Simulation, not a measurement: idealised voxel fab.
process module | voxel self aligned contacts
cross-section cut | 145 nm wide | cells 5 nm
A cross-section is a grid of square cells, given in bands from the top down. A band is one or more rows of cells.
Each band's line starts with the height of the band's top and of its bottom, in nm. Then come its materials from left to right, each with its width in nm. One material with "throughout" fills the band from edge to edge. "air" is empty space.
Height 0 is the level under which the wafer as received is all one material. The lowest band goes on downwards, as in "0 down".
A width such as "30 to 40" changes by the same amount from each row of cells to the next, from the band's top row to its bottom row.
"no change" after a step means that no cell of the cross-section changed.
closed voids: empty space of 8 cells or more with no open way to the top, each as width x height at its distance from the left edge, in nm
after a step's settings: what the simulator itself notes on the step
overlay nm, on a step with a mask: how far to the right of its planned place the mask lay; to the left if negative
plan
1 op RECEIVE | material Si
2 op CONFORMAL_DEP | material SiO2 | thk nm 5
3 op DIRECTIONAL_DEP | material polySi | thk nm 30
4 op DIRECTIONAL_DEP | material SiN | thk nm 20
5 op DIRECTIONAL_DEP | material aC | thk nm 15
6 op PATTERN | tone cover | mask id GATE | material resist | width nm 30 | pitch nm 55 | thk nm 30 | overlay nm 0
7 op DIRECTIONAL_ETCH | etch materials aC | depth nm 15
8 op STRIP | etch materials resist
9 op DIRECTIONAL_ETCH | etch materials SiN | depth nm 20
10 op DIRECTIONAL_ETCH | etch materials polySi | depth nm 30
11 op STRIP | etch materials aC
12 op CONFORMAL_DEP | material SiN | thk nm 5
13 op DIRECTIONAL_ETCH | etch materials SiN | depth nm 5
14 op FILL_DEP | material SiO2 | thk nm 10
15 op CMP | height nm 60
16 op MASKED_ETCH | tone open | mask id CONTACT | width nm 35 | etch materials SiO2 | depth nm 60 | overlay nm 0
17 op CONFORMAL_DEP | material TiN | thk nm 5
18 op FILL_DEP | material W | thk nm 10
19 op CMP | height nm 60
20 op CONFORMAL_DEP | material SiN | thk nm 5
as received, after step 1
  0 down: Si throughout
  closed voids: none
a wafer at the end: this start, this plan, one mistake
  65 to 60: SiN throughout
  60 to 55: W throughout
  55 to 35: SiN throughout
  35 to 5: polySi throughout
  5 to 0: SiO2 throughout
  0 down: Si throughout
  closed voids: none
what went wrong: step 5 ran as: op DIRECTIONAL_DEP | material W | thk nm 15
